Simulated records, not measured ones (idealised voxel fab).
Process module under the name voxel gate over fins
This is section cut - it's 200 nm across, gridded in 5 nm square cells.
How to read a cross-section here: the picture is a grid of square cells, written as bands going from the top down, and any band can span one or more rows of cells.
It is stipulated that each band's entry specify, in nanometres, the height of the top of the band and then that of its bottom, followed by the materials of the band in left-to-right sequence, each together with its width in nanometres. A single material marked by the word "all across" is understood to fill the band from edge to edge; the word "blank" is understood to denote empty space.
We count height from 0. Below that, the starting wafer is all one material. The lowest band never ends at the bottom but goes on down; see "0 down" for how that is written.
The notation "30..40" denotes a width that varies across the rows of cells in the band, beginning at the first number in the top row, finishing at the second number in the bottom row, and changing by an identical amount from each row to the next.
It should be understood that the words "no alterations made", when stated for a given step, signify that the cross-section underwent no change in any of its cells during that step.
"Sealed voids" specifies each empty space that is not open to the top and that occupies no fewer than 8 cells, using the form width x height at distance, the distance measured from the left edge and all three quantities in nm.
Post-settings text on a step line: simulator's own remark regarding the step.
overlay nm: where the mask lay relative to plan, measured to the right, on steps with a mask; negatives go left.
### Process steps (planned)
- 1: RECEIVE: material Si
- 2: CONFORMAL_DEP: material SiN, thk nm 10
- 3: PATTERN: tone cover, mask id FINS, material resist, width nm 15, pitch nm 35, thk nm 15, overlay nm 0
- 4: DIRECTIONAL_ETCH: etch materials SiN, depth nm 10
- 5: DIRECTIONAL_ETCH: etch materials Si, depth nm 40
- 6: STRIP: etch materials resist
- 7: OXIDIZE: depth nm 5
- 8: FILL_DEP: material SiO2, thk nm 5
- 9: CMP: height nm 10
- 10: SELECTIVE_ETCH: etch materials SiO2, depth nm 20
- 11: STRIP: etch materials SiN
- 12: CONFORMAL_DEP: material HfO2, thk nm 5
- 13: CONFORMAL_DEP: material TiN, thk nm 5
- 14: FILL_DEP: material W, thk nm 15
- 15: CMP: height nm 20
- 16: CONFORMAL_DEP: material SiCN, thk nm 10
### The first of the two wafers, which ran as planned
### Delivered wafer in cross-section: state after step 1
  0 down  Si all across
  Sealed voids: none
### Wafer after step 2 (cross-section)
  10 to 0  SiN all across
  Anything lower than 0 is untouched.
### Wafer after step 3 (cross-section)
  25 to 10  blank 75 nm | resist 15 nm | blank 20 nm | resist 15 nm | blank 75 nm
  Anything lower than 10 is untouched.
### Wafer after step 4 (cross-section)
  25 to 10  blank 75 nm | resist 15 nm | blank 20 nm | resist 15 nm | blank 75 nm
  10 to 0  blank 75 nm | SiN 15 nm | blank 20 nm | SiN 15 nm | blank 75 nm
  Anything lower than 0 is untouched.
### Wafer after step 5 (cross-section)
  25 to 10  blank 75 nm | resist 15 nm | blank 20 nm | resist 15 nm | blank 75 nm
  10 to 0  blank 75 nm | SiN 15 nm | blank 20 nm | SiN 15 nm | blank 75 nm
  0 to -40  blank 75 nm | Si 15 nm | blank 20 nm | Si 15 nm | blank 75 nm
  Anything lower than -40 is untouched.
### Wafer after step 6 (cross-section)
  10 to 0  blank 75 nm | SiN 15 nm | blank 20 nm | SiN 15 nm | blank 75 nm
  Anything lower than 0 is untouched.
### Wafer after step 7 (cross-section)
  10 to 0  blank 75 nm | SiN 15 nm | blank 20 nm | SiN 15 nm | blank 75 nm
  0 to -40  blank 75 nm | SiO2 5 nm | Si 5 nm | SiO2 5 nm | blank 20 nm | SiO2 5 nm | Si 5 nm | SiO2 5 nm | blank 75 nm
  -40 to -45  SiO2 80 nm | Si 5 nm | SiO2 30 nm | Si 5 nm | SiO2 80 nm
  Anything lower than -45 is untouched.
### Wafer after step 8 (cross-section)
  15 to 10  SiO2 all across
  10 to 0  SiO2 75 nm | SiN 15 nm | SiO2 20 nm | SiN 15 nm | SiO2 75 nm
  0 to -45  SiO2 80 nm | Si 5 nm | SiO2 30 nm | Si 5 nm | SiO2 80 nm
  Anything lower than -45 is untouched.
### Wafer after step 9 (cross-section)
  10 to 0  SiO2 75 nm | SiN 15 nm | SiO2 20 nm | SiN 15 nm | SiO2 75 nm
  Anything lower than 0 is untouched.
### Wafer after step 10 (cross-section)
  10 to 0  blank 75 nm | SiN 15 nm | blank 20 nm | SiN 15 nm | blank 75 nm
  0 to -10  blank 80 nm | Si 5 nm | blank 30 nm | Si 5 nm | blank 80 nm
  Anything lower than -10 is untouched.
### Wafer after step 11 (cross-section)
  0 to -10  blank 80 nm | Si 5 nm | blank 30 nm | Si 5 nm | blank 80 nm
  Anything lower than -10 is untouched.
### Wafer after step 12 (cross-section)
  5 to 0  blank 75 nm | HfO2 15 nm | blank 20 nm | HfO2 15 nm | blank 75 nm
  0 to -5  blank 75 nm | HfO2 5 nm | Si 5 nm | HfO2 5 nm | blank 20 nm | HfO2 5 nm | Si 5 nm | HfO2 5 nm | blank 75 nm
  -5 to -10  HfO2 80 nm | Si 5 nm | HfO2 30 nm | Si 5 nm | HfO2 80 nm
  Anything lower than -10 is untouched.
### Wafer after step 13 (cross-section)
  10 to 5  blank 70 nm | TiN 25 nm | blank 10 nm | TiN 25 nm | blank 70 nm
  5 to 0  blank 70 nm | TiN 5 nm | HfO2 15 nm | TiN 5 nm | blank 10 nm | TiN 5 nm | HfO2 15 nm | TiN 5 nm | blank 70 nm
  0 to -5  TiN 75 nm | HfO2 5 nm | Si 5 nm | HfO2 5 nm | TiN 20 nm | HfO2 5 nm | Si 5 nm | HfO2 5 nm | TiN 75 nm
  Anything lower than -5 is untouched.
### Wafer after step 14 (cross-section)
  25 to 10  W all across
  10 to 5  W 70 nm | TiN 25 nm | W 10 nm | TiN 25 nm | W 70 nm
  5 to 0  W 70 nm | TiN 5 nm | HfO2 15 nm | TiN 5 nm | W 10 nm | TiN 5 nm | HfO2 15 nm | TiN 5 nm | W 70 nm
  Anything lower than 0 is untouched.
### Wafer after step 15 (cross-section)
  20 to 10  W all across
  Anything lower than 10 is untouched.
### Wafer after step 16 (cross-section)
  30 to 20  SiCN all across
  Anything lower than 20 is untouched.
### Companion wafer, the second of two: same beginning, same intended sequence, one mistake in carrying it out; through step 2 inclusive it tracks the first exactly
### Cross-sectional representation of the second wafer at the time designated in the plan for the completion of step 3
  25 to 10  resist 75 nm | blank 15 nm | resist 20 nm | blank 15 nm | resist 75 nm
  Anything lower than 10 is untouched.
### Cross-sectional representation of the second wafer at the time designated in the plan for the completion of step 4
  25 to 10  resist 75 nm | blank 15 nm | resist 20 nm | blank 15 nm | resist 75 nm
  10 to 0  SiN 75 nm | blank 15 nm | SiN 20 nm | blank 15 nm | SiN 75 nm
  Anything lower than 0 is untouched.
### Cross-sectional representation of the second wafer at the time designated in the plan for the completion of step 5
  25 to 10  resist 75 nm | blank 15 nm | resist 20 nm | blank 15 nm | resist 75 nm
  10 to 0  SiN 75 nm | blank 15 nm | SiN 20 nm | blank 15 nm | SiN 75 nm
  0 to -40  Si 75 nm | blank 15 nm | Si 20 nm | blank 15 nm | Si 75 nm
  Anything lower than -40 is untouched.
### Cross-sectional representation of the second wafer at the time designated in the plan for the completion of step 6
  10 to 0  SiN 75 nm | blank 15 nm | SiN 20 nm | blank 15 nm | SiN 75 nm
  Anything lower than 0 is untouched.
### Cross-sectional representation of the second wafer at the time designated in the plan for the completion of step 7
  10 to 0  SiN 75 nm | blank 15 nm | SiN 20 nm | blank 15 nm | SiN 75 nm
  0 to -40  Si 70 nm | SiO2 5 nm | blank 15 nm | SiO2 5 nm | Si 10 nm | SiO2 5 nm | blank 15 nm | SiO2 5 nm | Si 70 nm
  -40 to -45  Si 70 nm | SiO2 25 nm | Si 10 nm | SiO2 25 nm | Si 70 nm
  Anything lower than -45 is untouched.
### Cross-sectional representation of the second wafer at the time designated in the plan for the completion of step 8
  15 to 10  SiO2 all across
  10 to 0  SiN 75 nm | SiO2 15 nm | SiN 20 nm | SiO2 15 nm | SiN 75 nm
  0 to -45  Si 70 nm | SiO2 25 nm | Si 10 nm | SiO2 25 nm | Si 70 nm
  Anything lower than -45 is untouched.
### Cross-sectional representation of the second wafer at the time designated in the plan for the completion of step 9
  10 to 0  SiN 75 nm | SiO2 15 nm | SiN 20 nm | SiO2 15 nm | SiN 75 nm
  Anything lower than 0 is untouched.
### Cross-sectional representation of the second wafer at the time designated in the plan for the completion of step 10
  10 to 0  SiN 75 nm | blank 15 nm | SiN 20 nm | blank 15 nm | SiN 75 nm
  0 to -10  Si 70 nm | blank 25 nm | Si 10 nm | blank 25 nm | Si 70 nm
  Anything lower than -10 is untouched.
### Cross-sectional representation of the second wafer at the time designated in the plan for the completion of step 11
  0 to -10  Si 70 nm | blank 25 nm | Si 10 nm | blank 25 nm | Si 70 nm
  Anything lower than -10 is untouched.
### Cross-sectional representation of the second wafer at the time designated in the plan for the completion of step 12
  5 to 0  HfO2 75 nm | blank 15 nm | HfO2 20 nm | blank 15 nm | HfO2 75 nm
  0 to -5  Si 70 nm | HfO2 5 nm | blank 15 nm | HfO2 5 nm | Si 10 nm | HfO2 5 nm | blank 15 nm | HfO2 5 nm | Si 70 nm
  -5 to -10  Si 70 nm | HfO2 25 nm | Si 10 nm | HfO2 25 nm | Si 70 nm
  Anything lower than -10 is untouched.
### Cross-sectional representation of the second wafer at the time designated in the plan for the completion of step 13
  10 to 5  TiN 80 nm | blank 5 nm | TiN 30 nm | blank 5 nm | TiN 80 nm
  5 to 0  HfO2 75 nm | TiN 5 nm | blank 5 nm | TiN 5 nm | HfO2 20 nm | TiN 5 nm | blank 5 nm | TiN 5 nm | HfO2 75 nm
  0 to -5  Si 70 nm | HfO2 5 nm | TiN 15 nm | HfO2 5 nm | Si 10 nm | HfO2 5 nm | TiN 15 nm | HfO2 5 nm | Si 70 nm
  Anything lower than -5 is untouched.
### Cross-sectional representation of the second wafer at the time designated in the plan for the completion of step 14
  25 to 10  W all across
  10 to 5  TiN 80 nm | W 5 nm | TiN 30 nm | W 5 nm | TiN 80 nm
  5 to 0  HfO2 75 nm | TiN 5 nm | W 5 nm | TiN 5 nm | HfO2 20 nm | TiN 5 nm | W 5 nm | TiN 5 nm | HfO2 75 nm
  Anything lower than 0 is untouched.
### Cross-sectional representation of the second wafer at the time designated in the plan for the completion of step 15
  20 to 10  W all across
  Anything lower than 10 is untouched.
### Cross-sectional representation of the second wafer at the time designated in the plan for the completion of step 16
  30 to 20  SiCN all across
  Anything lower than 20 is untouched.
It is concluded that the wafer was processed incorrectly with respect to the plan, in that contrary to plan, step 3 was performed as PATTERN: tone open, mask id FINS, material resist, width nm 15, pitch nm 35, thk nm 15, overlay nm 0
Cell-count delta at end, second wafer over first, by material: +252 Si; -196 SiO2; -56 W
